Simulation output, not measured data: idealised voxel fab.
This is a process module. Its name is voxel wiring stack.
The figure presents cross-section cut, which has a width of 220 nm and is divided into square cells with an edge length of 5 nm.
Cross-section = grid of square cells, listed top down in bands; band = one or more rows. Each band's line starts with the height of the band's top and of its bottom, in nm. Then come its materials from left to right, each with its width in nm. One material with "throughout" fills the band from edge to edge. "air" is empty space. Height reference: 0 = level under which incoming wafer is all one material. Lowest band: no bottom, runs on downward, e.g. "0..down". Per-row width for "30..40": begins at first number (top row of band), ends at second number (bottom row), increment between rows held constant. A step reported as "no change" is a step in which no cell of the cross-section changed. Enclosed voids (no open way to top), threshold 8 cells or more, entry "Closed cavity list", notation width x height at distance, distance from left edge, nm. What comes after the settings on a step's line is commentary from the simulator itself on that step. Among the settings permitted on a step's line is "overlay nm"; applied to a step with a mask, it specifies the extent to which the mask lay to the right of its planned position, whereas a negative figure signifies a position to the left.
### Process steps (planned)
step 1: op RECEIVE | material Si
step 2: op CONFORMAL_DEP | material SiO2 | thk nm 15
step 3: op DIRECTIONAL_DEP | material TiN | thk nm 5
step 4: op DIRECTIONAL_DEP | material W | thk nm 15
step 5: op DIRECTIONAL_DEP | material aC | thk nm 10
step 6: op PATTERN | tone cover | mask id METAL_1 | material resist | width nm 20 | pitch nm 50 | thk nm 25 | overlay nm 0
step 7: op DIRECTIONAL_ETCH | etch materials aC | depth nm 10
step 8: op STRIP | etch materials resist
step 9: op DIRECTIONAL_ETCH | etch materials W | depth nm 15
step 10: op DIRECTIONAL_ETCH | etch materials TiN | depth nm 5
step 11: op STRIP | etch materials aC
step 12: op CONFORMAL_DEP | material SiN | thk nm 5
step 13: op FILL_DEP | material SiO2 | thk nm 10
step 14: op CMP | height nm 35
step 15: op CONFORMAL_DEP | material SiCN | thk nm 5
step 16: op DIRECTIONAL_DEP | material lowk | thk nm 10
step 17: op DIRECTIONAL_DEP | material aC | thk nm 15
step 18: op PATTERN | tone open | mask id PLUG_1 | material resist | width nm 15 | pitch nm 50 | thk nm 30 | overlay nm 0
step 19: op DIRECTIONAL_ETCH | etch materials aC | depth nm 15
step 20: op STRIP | etch materials resist
step 21: op DIRECTIONAL_ETCH | etch materials lowk | depth nm 10
step 22: op DIRECTIONAL_ETCH | etch materials SiCN | depth nm 5
step 23: op STRIP | etch materials aC
step 24: op EPI | material Ru | thk nm 10
step 25: op EPI | material Ru | thk nm 5
step 26: op CONFORMAL_DEP | material SiCN | thk nm 5
step 27: op DIRECTIONAL_DEP | material SiO2 | thk nm 25
step 28: op MASKED_ETCH | tone open | mask id METAL_2 | width nm 20 | pitch nm 50 | etch materials SiO2 | depth nm 25 | overlay nm 0
step 29: op MASKED_ETCH | tone open | mask id METAL_2 | width nm 20 | pitch nm 50 | etch materials SiCN | depth nm 5 | overlay nm 0
step 30: op CONFORMAL_DEP | material TiN | thk nm 5
step 31: op FILL_DEP | material W | thk nm 10
step 32: op CMP | height nm 80
step 33: op CONFORMAL_DEP | material SiCN | thk nm 5
step 34: op DIRECTIONAL_DEP | material SiO2 | thk nm 10
step 35: op DIRECTIONAL_DEP | material aC | thk nm 15
step 36: op PATTERN | tone open | mask id PLUG_2 | material resist | width nm 15 | pitch nm 50 | thk nm 30 | overlay nm 0
step 37: op DIRECTIONAL_ETCH | etch materials aC | depth nm 15
step 38: op STRIP | etch materials resist
step 39: op DIRECTIONAL_ETCH | etch materials SiO2 | depth nm 10
step 40: op DIRECTIONAL_ETCH | etch materials SiCN | depth nm 5
step 41: op STRIP | etch materials aC
step 42: op EPI | material Ru | thk nm 10
step 43: op EPI | material Ru | thk nm 5
step 44: op DIRECTIONAL_DEP | material TiN | thk nm 5
step 45: op DIRECTIONAL_DEP | material Ru | thk nm 20
step 46: op MASKED_ETCH | tone cover | mask id METAL_3 | width nm 15 | pitch nm 50 | etch materials Ru | depth nm 20 | overlay nm 0
step 47: op MASKED_ETCH | tone cover | mask id METAL_3 | width nm 20 | pitch nm 50 | etch materials TiN | depth nm 5 | overlay nm 0
step 48: op CONFORMAL_DEP | material SiCN | thk nm 5
step 49: op FILL_DEP | material SiO2 | thk nm 10
step 50: op CMP | height nm 120
step 51: op CONFORMAL_DEP | material SiN | thk nm 5
The wafers are alike at the start. At step 46, their width nm differs. The plan lists the first wafer's value.
### As-received cross-section, first of several wafers, post step 1
	0..down = Si throughout
	Closed cavity list: none
### What follows is a table in which each wafer occupies a row; for the wafer as it stands at the close of the module, the row states, material by material, how many cells have been gained (+) or lost (-) since receipt, and then gives its closed voids
width nm 15, +60 Ru, +166 SiCN, +92 SiN, +618 SiO2, +44 TiN, +44 W, +76 lowk, Closed cavity list: none
width nm 20, +68 Ru, +164 SiCN, +92 SiN, +612 SiO2, +44 TiN, +44 W, +76 lowk, Closed cavity list: none
width nm 25, +76 Ru, +162 SiCN, +92 SiN, +604 SiO2, +46 TiN, +44 W, +76 lowk, Closed cavity list: none
width nm 30, +84 Ru, +160 SiCN, +92 SiN, +596 SiO2, +48 TiN, +44 W, +76 lowk, Closed cavity list: none
width nm 35, +92 Ru, +158 SiCN, +92 SiN, +588 SiO2, +50 TiN, +44 W, +76 lowk, Closed cavity list: none
